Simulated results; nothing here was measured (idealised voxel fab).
This is a process module. Its name is voxel self aligned contacts.
Square cells of 5 nm make up the cross-section cut, whose width is 235 nm.
In this document a cross-section is written as a grid of square cells. It is given as a series of bands, listed from the top down, and a band is one or more rows of cells.
Band entry format. Leading values: height of top, height of bottom, nm. Remainder: materials in left-to-right order, each with its width in nm. Special words: "everywhere" on a single material, which then fills the band edge to edge; "blank", empty space.
A quick word on heights: they are counted from 0, and under that level the wafer as it came to us is one material throughout. The lowest band is different from the rest in having no bottom; it simply continues downward, written as in "0 nm and below".
Width "30..40": first value at the band's top row of cells, second value at its bottom row, equal change from row to row.
Basically "remained the same" means that step didn't change any cell in the cross-section.
The label "Fully enclosed voids" introduces a list of the empty spaces, 8 cells or larger, that have no open way up to the top; each entry in it reads width x height at distance, where the distance is taken from the left edge and all three are stated in nm.
Heads up: the bit after the settings on a step's line is the simulator's remark on that step.
If you see "overlay nm" on a step's line and that step has a mask, it's telling you how far right of where it was planned the mask ended up; a negative number means it went left instead.
List of planned process steps
1. RECEIVE, material Si
2. OXIDIZE, depth nm 5
3. DIRECTIONAL_DEP, material polySi, thk nm 25
4. DIRECTIONAL_DEP, material SiN, thk nm 15
5. PATTERN, tone cover, mask id GATE, material resist, width nm 25, pitch nm 60, thk nm 15, overlay nm 0
6. DIRECTIONAL_ETCH, etch materials SiN, depth nm 15
7. DIRECTIONAL_ETCH, etch materials polySi, depth nm 25
8. STRIP, etch materials resist
9. CONFORMAL_DEP, material SiN, thk nm 5
10. DIRECTIONAL_ETCH, etch materials SiN, depth nm 5
11. FILL_DEP, material SiO2, thk nm 15
12. CMP, height nm 45
13. PATTERN, tone open, mask id CONTACT, material resist, width nm 45, pitch nm 60, thk nm 15, overlay nm -15
14. DIRECTIONAL_ETCH, etch materials SiO2, depth nm 50
15. STRIP, etch materials resist
16. CONFORMAL_DEP, material TiN, thk nm 5
17. FILL_DEP, material W, thk nm 5
18. CMP, height nm 45
19. CONFORMAL_DEP, material SiN, thk nm 5
What sets these wafers apart? The overlay nm at step 13. They all start alike, and the plan carries the first wafer's value.
The first of several wafers in cross-section, exactly as it reached us after step 1
  0 nm and below | Si everywhere
  Fully enclosed voids: none
Post step 19, the closing step of the module: first of several wafers, cross-sectioned
  50 nm to 45 nm | SiN everywhere
  45 nm to 40 nm | SiO2 50 nm; TiN 30 nm; W 10 nm; TiN 5 nm; SiO2 15 nm; TiN 30 nm; W 10 nm; TiN 5 nm; SiO2 80 nm
  40 nm to 25 nm | SiO2 40 nm; SiN 35 nm; TiN 5 nm; W 10 nm; TiN 5 nm; SiO2 5 nm; SiN 35 nm; TiN 5 nm; W 10 nm; TiN 5 nm; SiO2 5 nm; SiN 35 nm; SiO2 40 nm
  25 nm to 0 nm | SiO2 40 nm; SiN 5 nm; polySi 25 nm; SiN 5 nm; TiN 5 nm; W 10 nm; TiN 5 nm; SiO2 5 nm; SiN 5 nm; polySi 25 nm; SiN 5 nm; TiN 5 nm; W 10 nm; TiN 5 nm; SiO2 5 nm; SiN 5 nm; polySi 25 nm; SiN 5 nm; SiO2 40 nm
  0 nm to -5 nm | SiO2 75 nm; TiN 20 nm; SiO2 40 nm; TiN 20 nm; SiO2 80 nm
  -5 nm and below | Si everywhere
  Fully enclosed voids: none
Showing the last wafer in cross-section at the end of the module
  50 nm to 45 nm | SiN everywhere
  45 nm to 40 nm | SiO2 80 nm; TiN 5 nm; W 10 nm; TiN 30 nm; SiO2 15 nm; TiN 5 nm; W 10 nm; TiN 30 nm; SiO2 50 nm
  40 nm to 25 nm | SiO2 40 nm; SiN 35 nm; SiO2 5 nm; TiN 5 nm; W 10 nm; TiN 5 nm; SiN 35 nm; SiO2 5 nm; TiN 5 nm; W 10 nm; TiN 5 nm; SiN 35 nm; SiO2 40 nm
  25 nm to 0 nm | SiO2 40 nm; SiN 5 nm; polySi 25 nm; SiN 5 nm; SiO2 5 nm; TiN 5 nm; W 10 nm; TiN 5 nm; SiN 5 nm; polySi 25 nm; SiN 5 nm; SiO2 5 nm; TiN 5 nm; W 10 nm; TiN 5 nm; SiN 5 nm; polySi 25 nm; SiN 5 nm; SiO2 40 nm
  0 nm to -5 nm | SiO2 80 nm; TiN 20 nm; SiO2 40 nm; TiN 20 nm; SiO2 75 nm
  -5 nm and below | Si everywhere
  Fully enclosed voids: none
Below, a row for every wafer. Read it as the end-of-module picture: for each material the wafer shows its cells gained (+) or lost (-) since it was received, and then its closed voids
overlay nm -15 | -47 Si | +140 SiN | +212 SiO2 | +54 TiN | +36 W | +75 polySi | Fully enclosed voids: none
overlay nm -10 | -47 Si | +140 SiN | +194 SiO2 | +54 TiN | +54 W | +75 polySi | Fully enclosed voids: none
overlay nm -5 | -47 Si | +140 SiN | +194 SiO2 | +54 TiN | +54 W | +75 polySi | Fully enclosed voids: none
overlay nm 0 | -47 Si | +140 SiN | +194 SiO2 | +54 TiN | +54 W | +75 polySi | Fully enclosed voids: none
overlay nm 5 | -47 Si | +140 SiN | +194 SiO2 | +54 TiN | +54 W | +75 polySi | Fully enclosed voids: none
overlay nm 10 | -47 Si | +140 SiN | +194 SiO2 | +54 TiN | +54 W | +75 polySi | Fully enclosed voids: none
overlay nm 15 | -47 Si | +140 SiN | +212 SiO2 | +54 TiN | +36 W | +75 polySi | Fully enclosed voids: none
